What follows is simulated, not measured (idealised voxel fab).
Presented below is a process module, voxel self aligned vias.
Square cells of 5 nm make up the cross-section cut, whose width is 285 nm.
A cross-section is a grid of square cells, given in bands from the top down. A band is one or more rows of cells. It is stipulated that each band's entry specify, in nanometres, the height of the top of the band and then that of its bottom, followed by the materials of the band in left-to-right sequence, each together with its width in nanometres. A single material marked by the word "full width" is understood to fill the band from edge to edge; the word "blank" is understood to denote empty space. All heights in this document are referenced to 0, defined as the level beneath which the wafer, as received, consists entirely of one material. The lowest band is not bounded below; it extends indefinitely downward and is written in the form "0 -> down". You'd read "30->40" like this: the band's top row of cells is as wide as the first number, its bottom row is as wide as the second, and going down, every row changes width by the same amount as the row before did. When a step is marked "remains unaltered", none of the cells in the cross-section changed during that step. "Voids, sealed" contains a list of empty spaces, each no smaller than 8 cells and without an open way to the top, written in the form width x height at distance with the distance from the left edge and all three in nm. Read whatever lies past the settings on a step's line as the simulator's own remark about the step. overlay nm: step with mask; distance mask lay right of planned place; negative value = left of planned place. Pairs, read this way: before one process step on the one hand, after it on the other, the after cross-section ending at the lowest band that changed; the step between, settings included, beneath. Same starting wafer throughout, but possibly different runs of this module, so no pair continues from the pair above unless its entry headed "Incoming structure" says so.

**Incoming structure**
    60 -> 30: 100 of lowk | 30 of blank | 25 of lowk | 30 of blank | 100 of lowk
    30 -> 25: SiCN full width
    25 -> 0: SiO2 full width
    0 -> down: Si full width
    Voids, sealed: none

**State After Step**
    65 -> 60: 105 of TiN | 20 of blank | 35 of TiN | 20 of blank | 105 of TiN
    60 -> 35: 100 of lowk | 5 of TiN | 20 of blank | 5 of TiN | 25 of lowk | 5 of TiN | 20 of blank | 5 of TiN | 100 of lowk
    35 -> 30: 100 of lowk | 30 of TiN | 25 of lowk | 30 of TiN | 100 of lowk
    Everything under 30 stays put, no change at all.
    Voids, sealed: none
The transition between the preceding cross-sections is accomplished by CONFORMAL_DEP,material TiN,thk nm 5

Incoming structure: as shown after the step in the preceding pair, directly above.

**State After Step**
    75 -> 65: W full width
    65 -> 60: 105 of TiN | 20 of W | 35 of TiN | 20 of W | 105 of TiN
    60 -> 35: 100 of lowk | 5 of TiN | 20 of W | 5 of TiN | 25 of lowk | 5 of TiN | 20 of W | 5 of TiN | 100 of lowk
    Everything under 35 stays put, no change at all.
    Voids, sealed: none
The transition between the preceding cross-sections is accomplished by FILL_DEP,material W,thk nm 10

Incoming structure: as shown after the step in the preceding pair, directly above.

**State After Step**
    50 -> 35: 100 of lowk | 5 of TiN | 20 of W | 5 of TiN | 25 of lowk | 5 of TiN | 20 of W | 5 of TiN | 100 of lowk
    Everything under 35 stays put, no change at all.
    Voids, sealed: none
The transition between the preceding cross-sections is accomplished by CMP,height nm 50

Incoming structure: as shown after the step in the preceding pair, directly above.

**State After Step**
    50 -> 45: 100 of lowk | 30 of blank | 25 of lowk | 30 of blank | 100 of lowk
    Everything under 45 stays put, no change at all.
    Voids, sealed: none
The transition between the preceding cross-sections is accomplished by SELECTIVE_ETCH,etch materials W Ru TiN,depth nm 5

Incoming structure: as shown after the step in the preceding pair, directly above.

**State After Step**
    55 -> 50: SiN full width
    50 -> 45: 100 of lowk | 30 of SiN | 25 of lowk | 30 of SiN | 100 of lowk
    Everything under 45 stays put, no change at all.
    Voids, sealed: none
The transition between the preceding cross-sections is accomplished by FILL_DEP,material SiN,thk nm 5

Incoming structure: as shown after the step in the preceding pair, directly above.

**State After Step**
    50 -> 45: 100 of lowk | 30 of SiN | 25 of lowk | 30 of SiN | 100 of lowk
    Everything under 45 stays put, no change at all.
    Voids, sealed: none
The transition between the preceding cross-sections is accomplished by CMP,height nm 50

Incoming structure: as shown after the step in the preceding pair, directly above.

**State After Step**
    70 -> 50: lowk full width
    Everything under 50 stays put, no change at all.
    Voids, sealed: none
The transition between the preceding cross-sections is accomplished by DIRECTIONAL_DEP,material lowk,thk nm 20

Incoming structure: as shown after the step in the preceding pair, directly above.

**State After Step**
    90 -> 70: 95 of resist | 40 of blank | 150 of resist
    Everything under 70 stays put, no change at all.
    Voids, sealed: none
The transition between the preceding cross-sections is accomplished by PATTERN,tone open,mask id VIAS,material resist,width nm 40,thk nm 20,overlay nm 0

Incoming structure: as shown after the step in the preceding pair, directly above.

**State After Step**
    90 -> 70: 95 of resist | 40 of blank | 150 of resist
    70 -> 50: 95 of lowk | 40 of blank | 150 of lowk
    Everything under 50 stays put, no change at all.
    Voids, sealed: none
The transition between the preceding cross-sections is accomplished by DIRECTIONAL_ETCH,etch materials lowk,depth nm 20

Incoming structure: as shown after the step in the preceding pair, directly above.

**State After Step**
    90 -> 70: 95 of resist | 40 of blank | 150 of resist
    70 -> 50: 95 of lowk | 40 of blank | 150 of lowk
    50 -> 45: 100 of lowk | 30 of blank | 25 of lowk | 30 of SiN | 100 of lowk
    Everything under 45 stays put, no change at all.
    Voids, sealed: none
The transition between the preceding cross-sections is accomplished by DIRECTIONAL_ETCH,etch materials SiN,depth nm 5

Incoming structure: as shown after the step in the preceding pair, directly above.

**State After Step**
    70 -> 50: 95 of lowk | 40 of blank | 150 of lowk
    Everything under 50 stays put, no change at all.
    Voids, sealed: none
The transition between the preceding cross-sections is accomplished by STRIP,etch materials resist

Incoming structure: as shown after the step in the preceding pair, directly above.

**State After Step**
    75 -> 70: 100 of TiN | 30 of blank | 155 of TiN
    70 -> 55: 95 of lowk | 5 of TiN | 30 of blank | 5 of TiN | 150 of lowk
    55 -> 50: 95 of lowk | 10 of TiN | 20 of blank | 10 of TiN | 150 of lowk
    50 -> 45: 100 of lowk | 30 of TiN | 25 of lowk | 30 of SiN | 100 of lowk
    Everything under 45 stays put, no change at all.
    Voids, sealed: none
The transition between the preceding cross-sections is accomplished by CONFORMAL_DEP,material TiN,thk nm 5

Incoming structure: as shown after the step in the preceding pair, directly above.

**State After Step**
    85 -> 75: W full width
    75 -> 70: 100 of TiN | 30 of W | 155 of TiN
    70 -> 55: 95 of lowk | 5 of TiN | 30 of W | 5 of TiN | 150 of lowk
    55 -> 50: 95 of lowk | 10 of TiN | 20 of W | 10 of TiN | 150 of lowk
    Everything under 50 stays put, no change at all.
    Voids, sealed: none
The transition between the preceding cross-sections is accomplished by FILL_DEP,material W,thk nm 10

Incoming structure: as shown after the step in the preceding pair, directly above.

**State After Step**
    70 -> 55: 95 of lowk | 5 of TiN | 30 of W | 5 of TiN | 150 of lowk
    Everything under 55 stays put, no change at all.
    Voids, sealed: none
The transition between the preceding cross-sections is accomplished by CMP,height nm 70

Incoming structure: as shown after the step in the preceding pair, directly above.

**State After Step**
    75 -> 70: SiN full width
    Everything under 70 stays put, no change at all.
    Voids, sealed: none
The transition between the preceding cross-sections is accomplished by CONFORMAL_DEP,material SiN,thk nm 5

**Incoming structure**
    70 -> 50: lowk full width
    50 -> 45: 100 of lowk | 30 of SiN | 25 of lowk | 30 of SiN | 100 of lowk
    45 -> 25: 100 of lowk | 5 of TiN | 20 of W | 5 of TiN | 25 of lowk | 5 of TiN | 20 of W | 5 of TiN | 100 of lowk
    25 -> 20: 100 of lowk | 30 of TiN | 25 of lowk | 30 of TiN | 100 of lowk
    20 -> 15: SiCN full width
    15 -> 0: SiO2 full width
    0 -> down: Si full width
    Voids, sealed: none

**State After Step**
    90 -> 70: 90 of resist | 50 of blank | 145 of resist
    Everything under 70 stays put, no change at all.
    Voids, sealed: none
The transition between the preceding cross-sections is accomplished by PATTERN,tone open,mask id VIAS,material resist,width nm 50,thk nm 20,overlay nm 0

Incoming structure: as shown after the step in the preceding pair, directly above.

**State After Step**
    90 -> 70: 90 of resist | 50 of blank | 145 of resist
    70 -> 50: 90 of lowk | 50 of blank | 145 of lowk
    Everything under 50 stays put, no change at all.
    Voids, sealed: none
The transition between the preceding cross-sections is accomplished by DIRECTIONAL_ETCH,etch materials lowk,depth nm 20

Incoming structure: as shown after the step in the preceding pair, directly above.

**State After Step**
    90 -> 70: 90 of resist | 50 of blank | 145 of resist
    70 -> 50: 90 of lowk | 50 of blank | 145 of lowk
    50 -> 45: 100 of lowk | 30 of blank | 25 of lowk | 30 of SiN | 100 of lowk
    Everything under 45 stays put, no change at all.
    Voids, sealed: none
The transition between the preceding cross-sections is accomplished by DIRECTIONAL_ETCH,etch materials SiN,depth nm 5

Incoming structure: as shown after the step in the preceding pair, directly above.

**State After Step**
    70 -> 50: 90 of lowk | 50 of blank | 145 of lowk
    Everything under 50 stays put, no change at all.
    Voids, sealed: none
The transition between the preceding cross-sections is accomplished by STRIP,etch materials resist

Incoming structure: as shown after the step in the preceding pair, directly above.

**State After Step**
    75 -> 70: 95 of TiN | 40 of blank | 150 of TiN
    70 -> 55: 90 of lowk | 5 of TiN | 40 of blank | 5 of TiN | 145 of lowk
    55 -> 50: 90 of lowk | 15 of TiN | 20 of blank | 15 of TiN | 145 of lowk
    50 -> 45: 100 of lowk | 30 of TiN | 25 of lowk | 30 of SiN | 100 of lowk
    Everything under 45 stays put, no change at all.
    Voids, sealed: none
The transition between the preceding cross-sections is accomplished by CONFORMAL_DEP,material TiN,thk nm 5

Incoming structure: as shown after the step in the preceding pair, directly above.

**State After Step**
    85 -> 75: W full width
    75 -> 70: 95 of TiN | 40 of W | 150 of TiN
    70 -> 55: 90 of lowk | 5 of TiN | 40 of W | 5 of TiN | 145 of lowk
    55 -> 50: 90 of lowk | 15 of TiN | 20 of W | 15 of TiN | 145 of lowk
    Everything under 50 stays put, no change at all.
    Voids, sealed: none
The transition between the preceding cross-sections is accomplished by FILL_DEP,material W,thk nm 10

Incoming structure: as shown after the step in the preceding pair, directly above.

**State After Step**
    70 -> 55: 90 of lowk | 5 of TiN | 40 of W | 5 of TiN | 145 of lowk
    Everything under 55 stays put, no change at all.
    Voids, sealed: none
The transition between the preceding cross-sections is accomplished by CMP,height nm 70

Incoming structure: as shown after the step in the preceding pair, directly above.

**State After Step**
    75 -> 70: SiN full width
    Everything under 70 stays put, no change at all.
    Voids, sealed: none
The transition between the preceding cross-sections is accomplished by CONFORMAL_DEP,material SiN,thk nm 5

**Incoming structure**
    70 -> 50: lowk full width
    50 -> 45: 100 of lowk | 30 of SiN | 25 of lowk | 30 of SiN | 100 of lowk
    45 -> 25: 100 of lowk | 5 of TiN | 20 of W | 5 of TiN | 25 of lowk | 5 of TiN | 20 of W | 5 of TiN | 100 of lowk
    25 -> 20: 100 of lowk | 30 of TiN | 25 of lowk | 30 of TiN | 100 of lowk
    20 -> 15: SiCN full width
    15 -> 0: SiO2 full width
    0 -> down: Si full width
    Voids, sealed: none

**State After Step**
    90 -> 70: 85 of resist | 40 of blank | 160 of resist
    Everything under 70 stays put, no change at all.
    Voids, sealed: none
The transition between the preceding cross-sections is accomplished by PATTERN,tone open,mask id VIAS,material resist,width nm 40,thk nm 20,overlay nm -10

Incoming structure: as shown after the step in the preceding pair, directly above.

**State After Step**
    90 -> 70: 85 of resist | 40 of blank | 160 of resist
    70 -> 50: 85 of lowk | 40 of blank | 160 of lowk
    Everything under 50 stays put, no change at all.
    Voids, sealed: none
The transition between the preceding cross-sections is accomplished by DIRECTIONAL_ETCH,etch materials lowk,depth nm 20

Incoming structure: as shown after the step in the preceding pair, directly above.

**State After Step**
    90 -> 70: 85 of resist | 40 of blank | 160 of resist
    70 -> 50: 85 of lowk | 40 of blank | 160 of lowk
    50 -> 45: 100 of lowk | 25 of blank | 5 of SiN | 25 of lowk | 30 of SiN | 100 of lowk
    Everything under 45 stays put, no change at all.
    Voids, sealed: none
The transition between the preceding cross-sections is accomplished by DIRECTIONAL_ETCH,etch materials SiN,depth nm 5

Incoming structure: as shown after the step in the preceding pair, directly above.

**State After Step**
    70 -> 50: 85 of lowk | 40 of blank | 160 of lowk
    Everything under 50 stays put, no change at all.
    Voids, sealed: none
The transition between the preceding cross-sections is accomplished by STRIP,etch materials resist

Incoming structure: as shown after the step in the preceding pair, directly above.

**State After Step**
    75 -> 70: 90 of TiN | 30 of blank | 165 of TiN
    70 -> 55: 85 of lowk | 5 of TiN | 30 of blank | 5 of TiN | 160 of lowk
    55 -> 50: 85 of lowk | 20 of TiN | 15 of blank | 5 of TiN | 160 of lowk
    50 -> 45: 100 of lowk | 25 of TiN | 5 of SiN | 25 of lowk | 30 of SiN | 100 of lowk
    Everything under 45 stays put, no change at all.
    Voids, sealed: none
The transition between the preceding cross-sections is accomplished by CONFORMAL_DEP,material TiN,thk nm 5

Incoming structure: as shown after the step in the preceding pair, directly above.

**State After Step**
    85 -> 75: W full width
    75 -> 70: 90 of TiN | 30 of W | 165 of TiN
    70 -> 55: 85 of lowk | 5 of TiN | 30 of W | 5 of TiN | 160 of lowk
    55 -> 50: 85 of lowk | 20 of TiN | 15 of W | 5 of TiN | 160 of lowk
    Everything under 50 stays put, no change at all.
    Voids, sealed: none
The transition between the preceding cross-sections is accomplished by FILL_DEP,material W,thk nm 10

Incoming structure: as shown after the step in the preceding pair, directly above.

**State After Step**
    70 -> 55: 85 of lowk | 5 of TiN | 30 of W | 5 of TiN | 160 of lowk
    Everything under 55 stays put, no change at all.
    Voids, sealed: none
The transition between the preceding cross-sections is accomplished by CMP,height nm 70

Incoming structure: as shown after the step in the preceding pair, directly above.

**State After Step**
    75 -> 70: SiN full width
    Everything under 70 stays put, no change at all.
    Voids, sealed: none
The transition between the preceding cross-sections is accomplished by CONFORMAL_DEP,material SiN,thk nm 5

**Incoming structure**
    50 -> 25: 100 of lowk | 5 of TiN | 20 of W | 5 of TiN | 25 of lowk | 5 of TiN | 20 of W | 5 of TiN | 100 of lowk
    25 -> 20: 100 of lowk | 30 of TiN | 25 of lowk | 30 of TiN | 100 of lowk
    20 -> 15: SiCN full width
    15 -> 0: SiO2 full width
    0 -> down: Si full width
    Voids, sealed: none

**State After Step**
    50 -> 45: 100 of lowk | 5 of blank | 20 of W | 5 of blank | 25 of lowk | 5 of blank | 20 of W | 5 of blank | 100 of lowk
    Everything under 45 stays put, no change at all.
    Voids, sealed: none
The transition between the preceding cross-sections is accomplished by SELECTIVE_ETCH,etch materials TiN,depth nm 5

Incoming structure: as shown after the step in the preceding pair, directly above.

**State After Step**
    55 -> 50: SiN full width
    50 -> 45: 100 of lowk | 5 of SiN | 20 of W | 5 of SiN | 25 of lowk | 5 of SiN | 20 of W | 5 of SiN | 100 of lowk
    Everything under 45 stays put, no change at all.
    Voids, sealed: none
The transition between the preceding cross-sections is accomplished by FILL_DEP,material SiN,thk nm 5

Incoming structure: as shown after the step in the preceding pair, directly above.

**State After Step**
    50 -> 45: 100 of lowk | 5 of SiN | 20 of W | 5 of SiN | 25 of lowk | 5 of SiN | 20 of W | 5 of SiN | 100 of lowk
    Everything under 45 stays put, no change at all.
    Voids, sealed: none
The transition between the preceding cross-sections is accomplished by CMP,height nm 50

Incoming structure: as shown after the step in the preceding pair, directly above.

**State After Step**
    70 -> 50: lowk full width
    Everything under 50 stays put, no change at all.
    Voids, sealed: none
The transition between the preceding cross-sections is accomplished by DIRECTIONAL_DEP,material lowk,thk nm 20

Incoming structure: as shown after the step in the preceding pair, directly above.

**State After Step**
    90 -> 70: 95 of resist | 40 of blank | 150 of resist
    Everything under 70 stays put, no change at all.
    Voids, sealed: none
The transition between the preceding cross-sections is accomplished by PATTERN,tone open,mask id VIAS,material resist,width nm 40,thk nm 20,overlay nm 0

Incoming structure: as shown after the step in the preceding pair, directly above.

**State After Step**
    90 -> 70: 95 of resist | 40 of blank | 150 of resist
    70 -> 50: 95 of lowk | 40 of blank | 150 of lowk
    Everything under 50 stays put, no change at all.
    Voids, sealed: none
The transition between the preceding cross-sections is accomplished by DIRECTIONAL_ETCH,etch materials lowk,depth nm 20

Incoming structure: as shown after the step in the preceding pair, directly above.

**State After Step**
    90 -> 70: 95 of resist | 40 of blank | 150 of resist
    70 -> 50: 95 of lowk | 40 of blank | 150 of lowk
    50 -> 45: 100 of lowk | 5 of blank | 20 of W | 5 of blank | 25 of lowk | 5 of SiN | 20 of W | 5 of SiN | 100 of lowk
    Everything under 45 stays put, no change at all.
    Voids, sealed: none
The transition between the preceding cross-sections is accomplished by DIRECTIONAL_ETCH,etch materials SiN,depth nm 5

Incoming structure: as shown after the step in the preceding pair, directly above.

**State After Step**
    70 -> 50: 95 of lowk | 40 of blank | 150 of lowk
    Everything under 50 stays put, no change at all.
    Voids, sealed: none
The transition between the preceding cross-sections is accomplished by STRIP,etch materials resist

Incoming structure: as shown after the step in the preceding pair, directly above.

**State After Step**
    75 -> 70: 100 of TiN | 30 of blank | 155 of TiN
    70 -> 55: 95 of lowk | 5 of TiN | 30 of blank | 5 of TiN | 150 of lowk
    55 -> 50: 95 of lowk | 40 of TiN | 150 of lowk
    50 -> 45: 100 of lowk | 5 of TiN | 20 of W | 5 of TiN | 25 of lowk | 5 of SiN | 20 of W | 5 of SiN | 100 of lowk
    Everything under 45 stays put, no change at all.
    Voids, sealed: none
The transition between the preceding cross-sections is accomplished by CONFORMAL_DEP,material TiN,thk nm 5

Incoming structure: as shown after the step in the preceding pair, directly above.

**State After Step**
    85 -> 75: W full width
    75 -> 70: 100 of TiN | 30 of W | 155 of TiN
    70 -> 55: 95 of lowk | 5 of TiN | 30 of W | 5 of TiN | 150 of lowk
    Everything under 55 stays put, no change at all.
    Voids, sealed: none
The transition between the preceding cross-sections is accomplished by FILL_DEP,material W,thk nm 10

Incoming structure: as shown after the step in the preceding pair, directly above.

**State After Step**
    70 -> 55: 95 of lowk | 5 of TiN | 30 of W | 5 of TiN | 150 of lowk
    Everything under 55 stays put, no change at all.
    Voids, sealed: none
The transition between the preceding cross-sections is accomplished by CMP,height nm 70

Incoming structure: as shown after the step in the preceding pair, directly above.

**State After Step**
    75 -> 70: SiN full width
    Everything under 70 stays put, no change at all.
    Voids, sealed: none
The transition between the preceding cross-sections is accomplished by CONFORMAL_DEP,material SiN,thk nm 5

**Incoming structure**
    70 -> 50: lowk full width
    50 -> 45: 100 of lowk | 30 of SiN | 25 of lowk | 30 of SiN | 100 of lowk
    45 -> 25: 100 of lowk | 5 of TiN | 20 of W | 5 of TiN | 25 of lowk | 5 of TiN | 20 of W | 5 of TiN | 100 of lowk
    25 -> 20: 100 of lowk | 30 of TiN | 25 of lowk | 30 of TiN | 100 of lowk
    20 -> 15: SiCN full width
    15 -> 0: SiO2 full width
    0 -> down: Si full width
    Voids, sealed: none

**State After Step**
    90 -> 70: 95 of blank | 40 of resist | 150 of blank
    Everything under 70 stays put, no change at all.
    Voids, sealed: none
The transition between the preceding cross-sections is accomplished by PATTERN,tone cover,mask id VIAS,material resist,width nm 40,thk nm 20,overlay nm 0

Incoming structure: as shown after the step in the preceding pair, directly above.

**State After Step**
    90 -> 70: 95 of blank | 40 of resist | 150 of blank
    70 -> 50: 95 of blank | 40 of lowk | 150 of blank
    Everything under 50 stays put, no change at all.
    Voids, sealed: none
The transition between the preceding cross-sections is accomplished by DIRECTIONAL_ETCH,etch materials lowk,depth nm 20

Incoming structure: as shown after the step in the preceding pair, directly above.

**State After Step**
    90 -> 70: 95 of blank | 40 of resist | 150 of blank
    70 -> 50: 95 of blank | 40 of lowk | 150 of blank
    50 -> 45: 100 of lowk | 30 of SiN | 25 of lowk | 30 of blank | 100 of lowk
    Everything under 45 stays put, no change at all.
    Voids, sealed: none
The transition between the preceding cross-sections is accomplished by DIRECTIONAL_ETCH,etch materials SiN,depth nm 5

Incoming structure: as shown after the step in the preceding pair, directly above.

**State After Step**
    70 -> 50: 95 of blank | 40 of lowk | 150 of blank
    Everything under 50 stays put, no change at all.
    Voids, sealed: none
The transition between the preceding cross-sections is accomplished by STRIP,etch materials resist

Incoming structure: as shown after the step in the preceding pair, directly above.

**State After Step**
    75 -> 70: 90 of blank | 50 of TiN | 145 of blank
    70 -> 55: 90 of blank | 5 of TiN | 40 of lowk | 5 of TiN | 145 of blank
    55 -> 50: 95 of TiN | 40 of lowk | 25 of TiN | 20 of blank | 105 of TiN
    50 -> 45: 100 of lowk | 30 of SiN | 25 of lowk | 30 of TiN | 100 of lowk
    Everything under 45 stays put, no change at all.
    Voids, sealed: none
The transition between the preceding cross-sections is accomplished by CONFORMAL_DEP,material TiN,thk nm 5

Incoming structure: as shown after the step in the preceding pair, directly above.

**State After Step**
    85 -> 75: W full width
    75 -> 70: 90 of W | 50 of TiN | 145 of W
    70 -> 55: 90 of W | 5 of TiN | 40 of lowk | 5 of TiN | 145 of W
    55 -> 50: 95 of TiN | 40 of lowk | 25 of TiN | 20 of W | 105 of TiN
    Everything under 50 stays put, no change at all.
    Voids, sealed: none
The transition between the preceding cross-sections is accomplished by FILL_DEP,material W,thk nm 10

Incoming structure: as shown after the step in the preceding pair, directly above.

**State After Step**
    70 -> 55: 90 of W | 5 of TiN | 40 of lowk | 5 of TiN | 145 of W
    Everything under 55 stays put, no change at all.
    Voids, sealed: none
The transition between the preceding cross-sections is accomplished by CMP,height nm 70

Incoming structure: as shown after the step in the preceding pair, directly above.

**State After Step**
    75 -> 70: SiN full width
    Everything under 70 stays put, no change at all.
    Voids, sealed: none
The transition between the preceding cross-sections is accomplished by CONFORMAL_DEP,material SiN,thk nm 5
